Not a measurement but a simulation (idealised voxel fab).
The process module that follows is named voxel gate over fins.
The figure presents cross-section cut, which has a width of 290 nm and is divided into square cells with an edge length of 5 nm.
Cross-sections here: square-cell grids, written as top-down lists of bands, a band being one or more rows of cells.
First you get the band's top height and its bottom height, in nm, and then the materials it's made of, left to right, with each width in nm. If you see a single material with "all across", that one covers the band edge to edge. "blank" is empty space.
Heights are reckoned from 0. Under this level, the received wafer is all of one material. The bottommost band is open-ended downward, for example "0..down".
Note: "30 to 40" means the width goes from the first number (top row of the band) to the second number (bottom row) in equal steps per row of cells.
You'll sometimes find "same as before" written for a step, and that's the way of saying that nowhere in the cross-section did a cell change during that step.
So "Fully closed voids" is basically the list of trapped voids: any empty space of 8 cells or more that can't reach the top through an opening. They're written width x height at distance, the distance being from the left edge, and it's all nm.
Step line, after settings: the simulator's comment on this step.
A step's line can hold "overlay nm"; with a mask on that step, the setting says how far right of the planned place the mask lay, while a negative setting says it lay to the left.

BELOW IS THE LIST OF PLANNED PROCESS STEPS
1 RECEIVE: material Si
2 CONFORMAL_DEP: material SiN, thk nm 5
3 DIRECTIONAL_DEP: material aC, thk nm 10
4 PATTERN: tone cover, mask id FINS, material resist, width nm 15, pitch nm 55, thk nm 30, overlay nm 0
5 DIRECTIONAL_ETCH: etch materials aC, depth nm 10
6 STRIP: etch materials resist
7 DIRECTIONAL_ETCH: etch materials SiN, depth nm 5
8 DIRECTIONAL_ETCH: etch materials Si, depth nm 35
9 STRIP: etch materials aC
10 FILL_DEP: material SiO2, thk nm 15
11 CMP: height nm 5
12 DIRECTIONAL_DEP: material aC, thk nm 15
13 PATTERN: tone open, mask id RAIL, material resist, width nm 15, thk nm 35, overlay nm 0
14 DIRECTIONAL_ETCH: etch materials aC, depth nm 15
15 STRIP: etch materials resist
16 DIRECTIONAL_ETCH: etch materials SiO2, depth nm 35
17 STRIP: etch materials aC
18 CONFORMAL_DEP: material TiN, thk nm 5
19 FILL_DEP: material Ru, thk nm 5
20 CMP: height nm 5
21 SELECTIVE_ETCH: etch materials W Ru TiN, depth nm 20
22 FILL_DEP: material SiO2, thk nm 5
23 CMP: height nm 5
24 SELECTIVE_ETCH: etch materials SiO2, depth nm 15
25 STRIP: etch materials SiN
26 CONFORMAL_DEP: material HfO2, thk nm 5
27 CONFORMAL_DEP: material TiN, thk nm 5
28 CONFORMAL_DEP: material TiAl, thk nm 5
29 CONFORMAL_DEP: material TiN, thk nm 5
30 FILL_DEP: material W, thk nm 15
31 CMP: height nm 30
32 CONFORMAL_DEP: material SiCN, thk nm 10

CROSS-SECTION OF THE WAFER UPON ARRIVAL, REPRESENTING THE STATE REACHED AFTER STEP 1
- 0..down | Si all across
- Fully closed voids: none

CROSS-SECTIONAL IMAGE OF THE FIRST OF TWO WAFERS AT THE END OF THE MODULE, THE RUN HAVING PROCEEDED AS PLANNED
- 40..30 | SiCN all across
- 30..20 | W all across
- 20..15 | W (90) | TiN (110) | W (90)
- 15..10 | W (90) | TiN (5) | TiAl (45) | TiN (10) | TiAl (45) | TiN (5) | W (90)
- 10..5 | TiN (95) | TiAl (5) | TiN (35) | TiAl (5) | TiN (10) | TiAl (5) | TiN (35) | TiAl (5) | TiN (95)
- 5..0 | TiAl (100) | TiN (5) | HfO2 (25) | TiN (5) | TiAl (20) | TiN (5) | HfO2 (25) | TiN (5) | TiAl (100)
- 0..-5 | TiN (105) | HfO2 (5) | Si (15) | HfO2 (5) | TiN (30) | HfO2 (5) | Si (15) | HfO2 (5) | TiN (105)
- -5..-10 | HfO2 (110) | Si (15) | HfO2 (40) | Si (15) | HfO2 (110)
- -10..-15 | SiO2 (110) | Si (15) | SiO2 (40) | Si (15) | SiO2 (110)
- -15..-25 | SiO2 (110) | Si (15) | SiO2 (10) | TiN (5) | Ru (5) | TiN (5) | SiO2 (15) | Si (15) | SiO2 (110)
- -25..-30 | SiO2 (110) | Si (15) | SiO2 (10) | TiN (15) | SiO2 (15) | Si (15) | SiO2 (110)
- -30..-35 | SiO2 (110) | Si (15) | SiO2 (40) | Si (15) | SiO2 (110)
- -35..down | Si all across
- Fully closed voids: none

THIS CROSS-SECTION BELONGS TO THE SECOND WAFER OF TWO AT THE END OF THE MODULE; THE START AND THE PLAN WERE SHARED WITH THE FIRST, AND THE RUN INCLUDED ONE MISTAKE
- 40..30 | SiCN all across
- 30..20 | W all across
- 20..15 | W (90) | TiN (110) | W (90)
- 15..10 | W (90) | TiN (5) | TiAl (45) | TiN (10) | TiAl (45) | TiN (5) | W (90)
- 10..5 | TiN (95) | TiAl (5) | TiN (35) | TiAl (5) | TiN (10) | TiAl (5) | TiN (35) | TiAl (5) | TiN (95)
- 5..0 | TiAl (100) | TiN (5) | HfO2 (25) | TiN (5) | TiAl (20) | TiN (5) | HfO2 (25) | TiN (5) | TiAl (100)
- 0..-5 | TiN (105) | HfO2 (5) | Si (15) | HfO2 (5) | TiN (30) | HfO2 (5) | Si (15) | HfO2 (5) | TiN (105)
- -5..-10 | HfO2 (110) | Si (15) | HfO2 (40) | Si (15) | HfO2 (110)
- -10..-15 | SiO2 (110) | Si (15) | SiO2 (40) | Si (15) | SiO2 (110)
- -15..-25 | SiO2 (110) | Si (15) | SiO2 (10) | TiN (5) | Ru (10) | TiN (5) | SiO2 (10) | Si (15) | SiO2 (110)
- -25..-30 | SiO2 (110) | Si (15) | SiO2 (10) | TiN (20) | SiO2 (10) | Si (15) | SiO2 (110)
- -30..-35 | SiO2 (110) | Si (15) | SiO2 (40) | Si (15) | SiO2 (110)
- -35..down | Si all across
- Fully closed voids: none
It is concluded that the wafer was processed incorrectly with respect to the plan, in that step 13 did not happen as planned, as run it was PATTERN: tone open, mask id RAIL, material resist, width nm 20, thk nm 35, overlay nm 0
In the final state, the cell counts of the second wafer exceed or fall short of those of the first for the following materials: Ru +2, SiO2 -3, TiN +1
